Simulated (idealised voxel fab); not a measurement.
A process module follows: voxel trench capacitor.
Square cells of 5 nm make up the cross-section cut, whose width is 160 nm.
A cross-section in this document is a grid of square cells, and it is written down as bands, the top band listed before the ones below it; a band is made up of one or more rows of cells. Per band: top height and bottom height in nm, followed by the left-to-right materials and their widths in nm; "throughout" marks a single material spanning edge to edge, "blank" marks empty space. Counting heights begins at 0, where everything beneath is, in the wafer as received, one material. The lowest band has no bottom; it goes on downwards, as "from 0 down" shows. Top row gets the first number, bottom row gets the second, and each row in between changes by the same step: that is how a band width like "30 to 40" works. Basically "all unchanged" means that step didn't change any cell in the cross-section. "Closed void inventory" enumerates empty spaces isolated from the top, with no open way to it, that contain at least 8 cells, giving each as width x height at distance from the left edge, all three in nm. Anything after a step's settings on that line? It's the simulator's own note about the step. "overlay nm" denotes, for a step that has a mask, the displacement of the mask to the right of its planned place, with negative values corresponding to the left.

These are the steps we planned for the process
1 RECEIVE [material Si]
2 CONFORMAL_DEP [material SiN] [thk nm 5]
3 PATTERN [tone open] [mask id TRENCH] [material resist] [width nm 20] [pitch nm 50] [thk nm 20] [overlay nm 0]
4 DIRECTIONAL_ETCH [etch materials SiN] [depth nm 5]
5 DIRECTIONAL_ETCH [etch materials Si] [depth nm 25]
6 STRIP [etch materials resist]
7 CONFORMAL_DEP [material Al2O3] [thk nm 5]
8 CONFORMAL_DEP [material TiN] [thk nm 5]
9 FILL_DEP [material W] [thk nm 10]
10 CMP [height nm 5]
Don't read the plan's width nm for step 3 as applying to every wafer: that's the first wafer's value, and the wafers differ in it, though they all start identical.

Cross-section of the first of several received wafers, showing its state after step 1
- from 0 down = Si throughout
- Closed void inventory: none

Module finished, last step 10 done: cross-section of the first of several wafers
- from 5 to 0 = 20 of SiN, then 5 of Al2O3, then 10 of TiN, then 5 of Al2O3, then 30 of SiN, then 5 of Al2O3, then 10 of TiN, then 5 of Al2O3, then 30 of SiN, then 5 of Al2O3, then 10 of TiN, then 5 of Al2O3, then 20 of SiN
- from 0 to -20 = 20 of Si, then 5 of Al2O3, then 10 of TiN, then 5 of Al2O3, then 30 of Si, then 5 of Al2O3, then 10 of TiN, then 5 of Al2O3, then 30 of Si, then 5 of Al2O3, then 10 of TiN, then 5 of Al2O3, then 20 of Si
- from -20 to -25 = 20 of Si, then 20 of Al2O3, then 30 of Si, then 20 of Al2O3, then 30 of Si, then 20 of Al2O3, then 20 of Si
- from -25 down = Si throughout
- Closed void inventory: none

Cross-sectional view, end of module, last wafer of several
- from 5 to 0 = 15 of SiN, then 5 of Al2O3, then 5 of TiN, then 10 of W, then 5 of TiN, then 5 of Al2O3, then 20 of SiN, then 5 of Al2O3, then 5 of TiN, then 10 of W, then 5 of TiN, then 5 of Al2O3, then 20 of SiN, then 5 of Al2O3, then 5 of TiN, then 10 of W, then 5 of TiN, then 5 of Al2O3, then 15 of SiN
- from 0 to -15 = 15 of Si, then 5 of Al2O3, then 5 of TiN, then 10 of W, then 5 of TiN, then 5 of Al2O3, then 20 of Si, then 5 of Al2O3, then 5 of TiN, then 10 of W, then 5 of TiN, then 5 of Al2O3, then 20 of Si, then 5 of Al2O3, then 5 of TiN, then 10 of W, then 5 of TiN, then 5 of Al2O3, then 15 of Si
- from -15 to -20 = 15 of Si, then 5 of Al2O3, then 20 of TiN, then 5 of Al2O3, then 20 of Si, then 5 of Al2O3, then 20 of TiN, then 5 of Al2O3, then 20 of Si, then 5 of Al2O3, then 20 of TiN, then 5 of Al2O3, then 15 of Si
- from -20 to -25 = 15 of Si, then 30 of Al2O3, then 20 of Si, then 30 of Al2O3, then 20 of Si, then 30 of Al2O3, then 15 of Si
- from -25 down = Si throughout
- Closed void inventory: none

Tabulated below, wafer by wafer, are the end-of-module results: for each material, the number of cells gained (+) or lost (-) relative to the as-received state, followed by the closed voids
width nm 20, +42 Al2O3, -60 Si, +20 SiN, +30 TiN, Closed void inventory: none
width nm 25, +45 Al2O3, -75 Si, +17 SiN, +33 TiN, +12 W, Closed void inventory: none
width nm 30, +48 Al2O3, -90 Si, +14 SiN, +36 TiN, +24 W, Closed void inventory: none
